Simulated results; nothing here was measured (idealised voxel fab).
Module name: voxel air gaps (process module)
This is section cut - it's 300 nm across, gridded in 5 nm square cells.
Cross-section spec: square-cell grid; bands listed top down; each band is one or more rows.
Look at the band entry: it leads with the top's height and the bottom's height in nm. Then it lists the materials left to right, with a width in nm for each. The word "throughout" on a single material says that material fills the band edge to edge. The word "empty" is empty space.
Where do heights start? At 0: under that level the wafer as delivered is made of one material only. And the lowest band has no floor; it just carries on downward, as in "top 0, no bottom".
Read "30->40" as a graded width: first number on top, second number at the bottom, same change between each pair of neighbouring rows.
The designation "no modifications", where it is given for a processing step, indicates that no cell of the cross-section was altered in the course of that step.
Enclosed voids (no open way to top), threshold 8 cells or more, entry "Sealed cavities", notation width x height at distance, distance from left edge, nm.
The remark found on a step's line after its settings is issued by the simulator itself and pertains to that step.
You can add "overlay nm" to a step's line. For a step with a mask, it describes how far the mask lay to the right of its planned position, and a negative number describes a lay to the left.

## These are the steps we planned for the process
1) RECEIVE with material Si
2) CONFORMAL_DEP with material SiO2, thk nm 15
3) CONFORMAL_DEP with material SiN, thk nm 5
4) DIRECTIONAL_DEP with material lowk, thk nm 35
5) PATTERN with tone open, mask id LINES, material resist, width nm 15, pitch nm 40, thk nm 15, overlay nm 0
6) DIRECTIONAL_ETCH with etch materials lowk, depth nm 35
7) STRIP with etch materials resist
8) CONFORMAL_DEP with material TiN, thk nm 5
9) FILL_DEP with material Ru, thk nm 5
10) CMP with height nm 55
11) EPI with material Ru, thk nm 10
12) SELECTIVE_ETCH with etch materials lowk, depth nm 45
13) CONFORMAL_DEP with material SiCN, thk nm 5

## Cross-section of the incoming wafer, state after step 1
* top 0, no bottom: Si throughout
* Sealed cavities: none

## End-of-module cross-section. Starting structure and process plan as above; one mistake made in running it
* top 70, bottom 65: SiCN throughout
* top 65, bottom 55: Ru throughout
* top 55, bottom 50: TiN (85); Ru (5); TiN (35); Ru (5); TiN (35); Ru (5); TiN (35); Ru (5); TiN (90)
* top 50, bottom 20: lowk (80); TiN (5); Ru (5); TiN (5); lowk (25); TiN (5); Ru (5); TiN (5); lowk (25); TiN (5); Ru (5); TiN (5); lowk (25); TiN (5); Ru (5); TiN (5); lowk (85)
* top 20, bottom 15: lowk (80); TiN (15); lowk (25); TiN (15); lowk (25); TiN (15); lowk (25); TiN (15); lowk (85)
* top 15, bottom 0: SiO2 throughout
* top 0, no bottom: Si throughout
* Sealed cavities: none
Finding, execution versus plan: plan step 3 skipped
